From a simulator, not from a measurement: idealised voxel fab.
Herein follows the process module entitled voxel double patterning.
Displayed cross-section: cut, width of 250 nm, square cells sized 5 nm.
How to read a cross-section here: the picture is a grid of square cells, written as bands going from the top down, and any band can span one or more rows of cells.
Band: top and bottom heights (nm) first, top before bottom; then materials from left to right, widths in nm. "full width" marks a sole material filling the band edge to edge. "air" denotes empty space.
Basically, 0 is our baseline, since under it the wafer straight out of the box is all one material. The bottom band has no lower end and keeps on going down, so it looks like "0 -> down".
When a width is written as two numbers, as in "30..40", the first number is the width in the top row of cells of the band and the second is the width in its bottom row, and the width changes by the same amount from each row to the next.
When a step is marked "remained the same", none of the cells in the cross-section changed during that step.
In "Sealed void inventory" the enclosed voids are listed, meaning empty spaces of 8 cells or larger without any opening to the top. The form is width x height at distance, distance from the left edge, units nm.
Where a step's line continues beyond its settings, the continuation is a remark by the simulator itself on that step.
overlay nm: mask right of planned place by this much (step with mask). Neg. = left.

### plan
1. RECEIVE (material Si)
2. CONFORMAL_DEP (material SiO2; thk nm 10)
3. DIRECTIONAL_DEP (material W; thk nm 15)
4. DIRECTIONAL_DEP (material SiN; thk nm 10)
5. MASKED_ETCH (tone open; mask id FIRST; width nm 15; pitch nm 50; etch materials SiN; depth nm 10; overlay nm 0)
6. MASKED_ETCH (tone open; mask id SECOND; width nm 15; etch materials SiN; depth nm 10; overlay nm 0)
7. DIRECTIONAL_ETCH (etch materials W; depth nm 15)
8. STRIP (etch materials SiN)

### First of two wafers, processed according to plan

### Shown in cross-section is the wafer as received, that is, as it stands after step 1
0 -> down = Si full width
Sealed void inventory: none

### Once step 2 is through, the wafer looks like this in cross-section
10 -> 0 = SiO2 full width
Unchanged below 0.

### Once step 3 is through, the wafer looks like this in cross-section
25 -> 10 = W full width
Unchanged below 10.

### Once step 4 is through, the wafer looks like this in cross-section
35 -> 25 = SiN full width
Unchanged below 25.

### Once step 5 is through, the wafer looks like this in cross-section
35 -> 25 = 90 SiN  15 air  35 SiN  15 air  95 SiN
Unchanged below 25.

### Once step 6 is through, the wafer looks like this in cross-section
35 -> 25 = 90 SiN  15 air  10 SiN  15 air  10 SiN  15 air  95 SiN
Unchanged below 25.

### Once step 7 is through, the wafer looks like this in cross-section
35 -> 25 = 90 SiN  15 air  10 SiN  15 air  10 SiN  15 air  95 SiN
25 -> 10 = 90 W  15 air  10 W  15 air  10 W  15 air  95 W
Unchanged below 10.

### Once step 8 is through, the wafer looks like this in cross-section
25 -> 10 = 90 W  15 air  10 W  15 air  10 W  15 air  95 W
Unchanged below 10.

### Second wafer, same starting conditions and recipe as the first, one mistake in executing it, nothing differs from the first up to and including step 1

Cross-section of the second wafer corresponding to the planned conclusion of step 2: remained the same

### Cross-section of the second wafer corresponding to the planned conclusion of step 3
15 -> 0 = W full width
Unchanged below 0.

### Cross-section of the second wafer corresponding to the planned conclusion of step 4
25 -> 15 = SiN full width
Unchanged below 15.

### Cross-section of the second wafer corresponding to the planned conclusion of step 5
25 -> 15 = 90 SiN  15 air  35 SiN  15 air  95 SiN
Unchanged below 15.

### Cross-section of the second wafer corresponding to the planned conclusion of step 6
25 -> 15 = 90 SiN  15 air  10 SiN  15 air  10 SiN  15 air  95 SiN
Unchanged below 15.

### Cross-section of the second wafer corresponding to the planned conclusion of step 7
25 -> 15 = 90 SiN  15 air  10 SiN  15 air  10 SiN  15 air  95 SiN
15 -> 0 = 90 W  15 air  10 W  15 air  10 W  15 air  95 W
Unchanged below 0.

### Cross-section of the second wafer corresponding to the planned conclusion of step 8
15 -> 0 = 90 W  15 air  10 W  15 air  10 W  15 air  95 W
Unchanged below 0.
Nonconformance to the process plan: plan step 2 skipped
Final comparison by cell count, materials where the second wafer has more or fewer than the first: SiO2: 100 fewer
